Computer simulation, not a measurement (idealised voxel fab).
Module name: voxel self aligned contacts (process module)
In the cross-section labelled cut, the width is 270 nm and each square cell is 5 nm.
If you're reading a cross-section in this doc, picture square cells in a grid; it comes to you as bands, top ones listed first down to the bottom, and a band can be one or more rows of cells.
First you get the band's top height and its bottom height, in nm, and then the materials it's made of, left to right, with each width in nm. If you see a single material with "full width", that one covers the band edge to edge. "empty" is empty space.
Heights are measured from 0, the level below which the as-received wafer is all one material; the lowest band has no bottom and continues downward, written as in "0 nm and below".
The two numbers in a width such as "30..40" mark its ends across the band: the first belongs to the top row of cells, the second to the bottom row, and from each row to the next the width moves by the same amount.
Where a step carries "nothing different", the cross-section came out of it unchanged, cell for cell.
The entry titled "Sealed-off cavities" provides the empty spaces that have no open way to the top, restricted to those of 8 cells or more. Each is presented as width x height at distance, the distance being measured from the left edge, with all three in nm.
Text after the settings on a step's line: the simulator's own remark on that step.
If you see "overlay nm" on a step's line and that step has a mask, it's telling you how far right of where it was planned the mask ended up; a negative number means it went left instead.
Planned step list for the process:
step 1: RECEIVE, material Si
step 2: OXIDIZE, depth nm 5
step 3: DIRECTIONAL_DEP, material polySi, thk nm 30
step 4: DIRECTIONAL_DEP, material SiN, thk nm 20
step 5: DIRECTIONAL_DEP, material aC, thk nm 10
step 6: PATTERN, tone cover, mask id GATE, material resist, width nm 30, pitch nm 75, thk nm 30, overlay nm 0
step 7: DIRECTIONAL_ETCH, etch materials aC, depth nm 10
step 8: STRIP, etch materials resist
step 9: DIRECTIONAL_ETCH, etch materials SiN, depth nm 20
step 10: DIRECTIONAL_ETCH, etch materials polySi, depth nm 30
step 11: STRIP, etch materials aC
step 12: CONFORMAL_DEP, material SiN, thk nm 10
step 13: DIRECTIONAL_ETCH, etch materials SiN, depth nm 10
step 14: FILL_DEP, material SiO2, thk nm 20
step 15: CMP, height nm 60
step 16: DIRECTIONAL_DEP, material aC, thk nm 10
step 17: PATTERN, tone open, mask id CONTACT, material resist, width nm 55, thk nm 30, overlay nm 0
step 18: DIRECTIONAL_ETCH, etch materials aC, depth nm 10
step 19: STRIP, etch materials resist
step 20: DIRECTIONAL_ETCH, etch materials SiO2, depth nm 65
step 21: STRIP, etch materials aC
step 22: CONFORMAL_DEP, material TiN, thk nm 5
step 23: FILL_DEP, material Ru, thk nm 5
step 24: CMP, height nm 60
step 25: CONFORMAL_DEP, material SiN, thk nm 5
Run as planned: first of two wafers:
Wafer cross-section on receipt, i.e. after step 1:
  0 nm and below | Si full width
  Sealed-off cavities: none
The following cross-section depicts the wafer upon completion of step 2:
  0 nm to -5 nm | SiO2 full width
  Below a height of -5, the structure has not been altered.
The following cross-section depicts the wafer upon completion of step 3:
  30 nm to 0 nm | polySi full width
  Below a height of 0, the structure has not been altered.
The following cross-section depicts the wafer upon completion of step 4:
  50 nm to 30 nm | SiN full width
  Below a height of 30, the structure has not been altered.
The following cross-section depicts the wafer upon completion of step 5:
  60 nm to 50 nm | aC full width
  Below a height of 50, the structure has not been altered.
The following cross-section depicts the wafer upon completion of step 6:
  90 nm to 60 nm | empty (80), then resist (30), then empty (45), then resist (30), then empty (85)
  Below a height of 60, the structure has not been altered.
The following cross-section depicts the wafer upon completion of step 7:
  80 nm to 60 nm | empty (80), then resist (30), then empty (45), then resist (30), then empty (85)
  60 nm to 50 nm | empty (80), then aC (30), then empty (45), then aC (30), then empty (85)
  Below a height of 50, the structure has not been altered.
The following cross-section depicts the wafer upon completion of step 8:
  60 nm to 50 nm | empty (80), then aC (30), then empty (45), then aC (30), then empty (85)
  Below a height of 50, the structure has not been altered.
The following cross-section depicts the wafer upon completion of step 9:
  60 nm to 50 nm | empty (80), then aC (30), then empty (45), then aC (30), then empty (85)
  50 nm to 30 nm | empty (80), then SiN (30), then empty (45), then SiN (30), then empty (85)
  Below a height of 30, the structure has not been altered.
The following cross-section depicts the wafer upon completion of step 10:
  60 nm to 50 nm | empty (80), then aC (30), then empty (45), then aC (30), then empty (85)
  50 nm to 30 nm | empty (80), then SiN (30), then empty (45), then SiN (30), then empty (85)
  30 nm to 0 nm | empty (80), then polySi (30), then empty (45), then polySi (30), then empty (85)
  Below a height of 0, the structure has not been altered.
The following cross-section depicts the wafer upon completion of step 11:
  50 nm to 30 nm | empty (80), then SiN (30), then empty (45), then SiN (30), then empty (85)
  Below a height of 30, the structure has not been altered.
The following cross-section depicts the wafer upon completion of step 12:
  60 nm to 30 nm | empty (70), then SiN (50), then empty (25), then SiN (50), then empty (75)
  30 nm to 10 nm | empty (70), then SiN (10), then polySi (30), then SiN (10), then empty (25), then SiN (10), then polySi (30), then SiN (10), then empty (75)
  10 nm to 0 nm | SiN (80), then polySi (30), then SiN (45), then polySi (30), then SiN (85)
  Below a height of 0, the structure has not been altered.
The following cross-section depicts the wafer upon completion of step 13:
  50 nm to 30 nm | empty (70), then SiN (50), then empty (25), then SiN (50), then empty (75)
  30 nm to 0 nm | empty (70), then SiN (10), then polySi (30), then SiN (10), then empty (25), then SiN (10), then polySi (30), then SiN (10), then empty (75)
  Below a height of 0, the structure has not been altered.
The following cross-section depicts the wafer upon completion of step 14:
  70 nm to 50 nm | SiO2 full width
  50 nm to 30 nm | SiO2 (70), then SiN (50), then SiO2 (25), then SiN (50), then SiO2 (75)
  30 nm to 0 nm | SiO2 (70), then SiN (10), then polySi (30), then SiN (10), then SiO2 (25), then SiN (10), then polySi (30), then SiN (10), then SiO2 (75)
  Below a height of 0, the structure has not been altered.
The following cross-section depicts the wafer upon completion of step 15:
  60 nm to 50 nm | SiO2 full width
  Below a height of 50, the structure has not been altered.
The following cross-section depicts the wafer upon completion of step 16:
  70 nm to 60 nm | aC full width
  Below a height of 60, the structure has not been altered.
The following cross-section depicts the wafer upon completion of step 17:
  100 nm to 70 nm | resist (105), then empty (55), then resist (110)
  Below a height of 70, the structure has not been altered.
The following cross-section depicts the wafer upon completion of step 18:
  90 nm to 70 nm | resist (105), then empty (55), then resist (110)
  70 nm to 60 nm | aC (105), then empty (55), then aC (110)
  Below a height of 60, the structure has not been altered.
The following cross-section depicts the wafer upon completion of step 19:
  70 nm to 60 nm | aC (105), then empty (55), then aC (110)
  Below a height of 60, the structure has not been altered.
The following cross-section depicts the wafer upon completion of step 20:
  70 nm to 60 nm | aC (105), then empty (55), then aC (110)
  60 nm to 50 nm | SiO2 (105), then empty (55), then SiO2 (110)
  50 nm to 30 nm | SiO2 (70), then SiN (50), then empty (25), then SiN (50), then SiO2 (75)
  30 nm to 0 nm | SiO2 (70), then SiN (10), then polySi (30), then SiN (10), then empty (25), then SiN (10), then polySi (30), then SiN (10), then SiO2 (75)
  0 nm to -5 nm | SiO2 (120), then empty (25), then SiO2 (125)
  Below a height of -5, the structure has not been altered.
The following cross-section depicts the wafer upon completion of step 21:
  60 nm to 50 nm | SiO2 (105), then empty (55), then SiO2 (110)
  Below a height of 50, the structure has not been altered.
The following cross-section depicts the wafer upon completion of step 22:
  65 nm to 60 nm | TiN (110), then empty (45), then TiN (115)
  60 nm to 50 nm | SiO2 (105), then TiN (5..20), then empty (45..15), then TiN (5..20), then SiO2 (110)
  50 nm to 30 nm | SiO2 (70), then SiN (50), then TiN (5), then empty (15), then TiN (5), then SiN (50), then SiO2 (75)
  30 nm to 0 nm | SiO2 (70), then SiN (10), then polySi (30), then SiN (10), then TiN (5), then empty (15), then TiN (5), then SiN (10), then polySi (30), then SiN (10), then SiO2 (75)
  0 nm to -5 nm | SiO2 (120), then TiN (25), then SiO2 (125)
  Below a height of -5, the structure has not been altered.
The following cross-section depicts the wafer upon completion of step 23:
  70 nm to 65 nm | Ru full width
  65 nm to 60 nm | TiN (110), then Ru (45), then TiN (115)
  60 nm to 50 nm | SiO2 (105), then TiN (5..20), then Ru (45..15), then TiN (5..20), then SiO2 (110)
  50 nm to 30 nm | SiO2 (70), then SiN (50), then TiN (5), then Ru (15), then TiN (5), then SiN (50), then SiO2 (75)
  30 nm to 0 nm | SiO2 (70), then SiN (10), then polySi (30), then SiN (10), then TiN (5), then Ru (15), then TiN (5), then SiN (10), then polySi (30), then SiN (10), then SiO2 (75)
  Below a height of 0, the structure has not been altered.
The following cross-section depicts the wafer upon completion of step 24:
  60 nm to 50 nm | SiO2 (105), then TiN (5..20), then Ru (45..15), then TiN (5..20), then SiO2 (110)
  Below a height of 50, the structure has not been altered.
The following cross-section depicts the wafer upon completion of step 25:
  65 nm to 60 nm | SiN full width
  Below a height of 60, the structure has not been altered.
Notes, second wafer: start = first wafer's, plan = first wafer's, execution had one mistake; history identical to first through step 2:
Second wafer, cut view, end of step 3 per plan:
  60 nm to 0 nm | polySi full width
  Below a height of 0, the structure has not been altered.
Second wafer, cut view, end of step 4 per plan:
  80 nm to 60 nm | SiN full width
  Below a height of 60, the structure has not been altered.
Second wafer, cut view, end of step 5 per plan:
  90 nm to 80 nm | aC full width
  Below a height of 80, the structure has not been altered.
Second wafer, cut view, end of step 6 per plan:
  120 nm to 90 nm | empty (80), then resist (30), then empty (45), then resist (30), then empty (85)
  Below a height of 90, the structure has not been altered.
Second wafer, cut view, end of step 7 per plan:
  110 nm to 90 nm | empty (80), then resist (30), then empty (45), then resist (30), then empty (85)
  90 nm to 80 nm | empty (80), then aC (30), then empty (45), then aC (30), then empty (85)
  Below a height of 80, the structure has not been altered.
Second wafer, cut view, end of step 8 per plan:
  90 nm to 80 nm | empty (80), then aC (30), then empty (45), then aC (30), then empty (85)
  Below a height of 80, the structure has not been altered.
Second wafer, cut view, end of step 9 per plan:
  90 nm to 80 nm | empty (80), then aC (30), then empty (45), then aC (30), then empty (85)
  80 nm to 60 nm | empty (80), then SiN (30), then empty (45), then SiN (30), then empty (85)
  Below a height of 60, the structure has not been altered.
Second wafer, cut view, end of step 10 per plan:
  90 nm to 80 nm | empty (80), then aC (30), then empty (45), then aC (30), then empty (85)
  80 nm to 60 nm | empty (80), then SiN (30), then empty (45), then SiN (30), then empty (85)
  60 nm to 30 nm | empty (80), then polySi (30), then empty (45), then polySi (30), then empty (85)
  Below a height of 30, the structure has not been altered.
Second wafer, cut view, end of step 11 per plan:
  80 nm to 60 nm | empty (80), then SiN (30), then empty (45), then SiN (30), then empty (85)
  Below a height of 60, the structure has not been altered.
Second wafer, cut view, end of step 12 per plan:
  90 nm to 60 nm | empty (70), then SiN (50), then empty (25), then SiN (50), then empty (75)
  60 nm to 40 nm | empty (70), then SiN (10), then polySi (30), then SiN (10), then empty (25), then SiN (10), then polySi (30), then SiN (10), then empty (75)
  40 nm to 30 nm | SiN (80), then polySi (30), then SiN (45), then polySi (30), then SiN (85)
  Below a height of 30, the structure has not been altered.
Second wafer, cut view, end of step 13 per plan:
  80 nm to 60 nm | empty (70), then SiN (50), then empty (25), then SiN (50), then empty (75)
  60 nm to 30 nm | empty (70), then SiN (10), then polySi (30), then SiN (10), then empty (25), then SiN (10), then polySi (30), then SiN (10), then empty (75)
  Below a height of 30, the structure has not been altered.
Second wafer, cut view, end of step 14 per plan:
  100 nm to 80 nm | SiO2 full width
  80 nm to 60 nm | SiO2 (70), then SiN (50), then SiO2 (25), then SiN (50), then SiO2 (75)
  60 nm to 30 nm | SiO2 (70), then SiN (10), then polySi (30), then SiN (10), then SiO2 (25), then SiN (10), then polySi (30), then SiN (10), then SiO2 (75)
  Below a height of 30, the structure has not been altered.
Second wafer, cut view, end of step 15 per plan:
  60 nm to 30 nm | SiO2 (70), then SiN (10), then polySi (30), then SiN (10), then SiO2 (25), then SiN (10), then polySi (30), then SiN (10), then SiO2 (75)
  Below a height of 30, the structure has not been altered.
Second wafer, cut view, end of step 16 per plan:
  70 nm to 60 nm | aC full width
  Below a height of 60, the structure has not been altered.
Second wafer, cut view, end of step 17 per plan:
  100 nm to 70 nm | resist (105), then empty (55), then resist (110)
  Below a height of 70, the structure has not been altered.
Second wafer, cut view, end of step 18 per plan:
  90 nm to 70 nm | resist (105), then empty (55), then resist (110)
  70 nm to 60 nm | aC (105), then empty (55), then aC (110)
  Below a height of 60, the structure has not been altered.
Second wafer, cut view, end of step 19 per plan:
  70 nm to 60 nm | aC (105), then empty (55), then aC (110)
  Below a height of 60, the structure has not been altered.
Second wafer, cut view, end of step 20 per plan:
  70 nm to 60 nm | aC (105), then empty (55), then aC (110)
  60 nm to 30 nm | SiO2 (70), then SiN (10), then polySi (30), then SiN (10), then empty (25), then SiN (10), then polySi (30), then SiN (10), then SiO2 (75)
  Below a height of 30, the structure has not been altered.
Second wafer, cut view, end of step 21 per plan:
  60 nm to 30 nm | SiO2 (70), then SiN (10), then polySi (30), then SiN (10), then empty (25), then SiN (10), then polySi (30), then SiN (10), then SiO2 (75)
  Below a height of 30, the structure has not been altered.
Second wafer, cut view, end of step 22 per plan:
  65 nm to 60 nm | TiN (125), then empty (15), then TiN (130)
  60 nm to 35 nm | SiO2 (70), then SiN (10), then polySi (30), then SiN (10), then TiN (5), then empty (15), then TiN (5), then SiN (10), then polySi (30), then SiN (10), then SiO2 (75)
  35 nm to 30 nm | SiO2 (70), then SiN (10), then polySi (30), then SiN (10), then TiN (25), then SiN (10), then polySi (30), then SiN (10), then SiO2 (75)
  Below a height of 30, the structure has not been altered.
Second wafer, cut view, end of step 23 per plan:
  70 nm to 65 nm | Ru full width
  65 nm to 60 nm | TiN (125), then Ru (15), then TiN (130)
  60 nm to 35 nm | SiO2 (70), then SiN (10), then polySi (30), then SiN (10), then TiN (5), then Ru (15), then TiN (5), then SiN (10), then polySi (30), then SiN (10), then SiO2 (75)
  Below a height of 35, the structure has not been altered.
Second wafer, cut view, end of step 24 per plan:
  60 nm to 35 nm | SiO2 (70), then SiN (10), then polySi (30), then SiN (10), then TiN (5), then Ru (15), then TiN (5), then SiN (10), then polySi (30), then SiN (10), then SiO2 (75)
  Below a height of 35, the structure has not been altered.
Second wafer, cut view, end of step 25 per plan:
  65 nm to 60 nm | SiN full width
  Below a height of 60, the structure has not been altered.
Plan not followed: step 3, plan: ran twice
Final wafer comparison in cells, second versus first, more or fewer per material: Ru: 27 fewer, SiN: 80 fewer, SiO2: 197 fewer, TiN: 20 fewer, polySi: 324 more
